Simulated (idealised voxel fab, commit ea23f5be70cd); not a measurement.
process module | voxel released beams
cross-section cut | 215 nm wide | cells 5 nm
A cross-section is a grid of square cells, given in bands from the top down. A band is one or more rows of cells.
Each band's line starts with the height of the band's top and of its bottom, in nm. Then come its materials from left to right, each with its width in nm. One material with "throughout" fills the band from edge to edge. "air" is empty space.
Height 0 is the level under which the wafer as received is all one material. The lowest band goes on downwards, as in "0 down".
A width such as "30 to 40" changes by the same amount from each row of cells to the next, from the band's top row to its bottom row.
"no change" after a step means that no cell of the cross-section changed.
closed voids: empty space of 8 cells or more with no open way to the top, each as width x height at its distance from the left edge, in nm
after a step's settings: what the simulator itself notes on the step
overlay nm, on a step with a mask: how far to the right of its planned place the mask lay; to the left if negative
plan
1 op RECEIVE | material Si
2 op CONFORMAL_DEP | material Al2O3 | thk nm 5
3 op DIRECTIONAL_DEP | material SiO2 | thk nm 10
4 op PATTERN | tone open | mask id ANCHOR | material resist | width nm 45 | thk nm 20 | overlay nm 0
5 op DIRECTIONAL_ETCH | etch materials SiO2 | depth nm 10
6 op STRIP | etch materials resist
7 op CONFORMAL_DEP | material W | thk nm 15
8 op MASKED_ETCH | tone cover | mask id BEAM | width nm 130 | etch materials W | depth nm 15 | overlay nm 0
9 op STRIP | etch materials SiO2
as received, after step 1
  0 down: Si throughout
  closed voids: none
a wafer at the end: this start, this plan, one mistake
  30 to 20: air 40 | W 65 | air 110
  20 to 15: air 40 | W 130 | air 45
  15 to 5: air 30 | W 15 | SiO2 45 | W 80 | air 45
  5 to 0: Al2O3 throughout
  0 down: Si throughout
  closed voids: none
what went wrong: step 4 ran as: op PATTERN | tone cover | mask id ANCHOR | material resist | width nm 45 | thk nm 20 | overlay nm 0
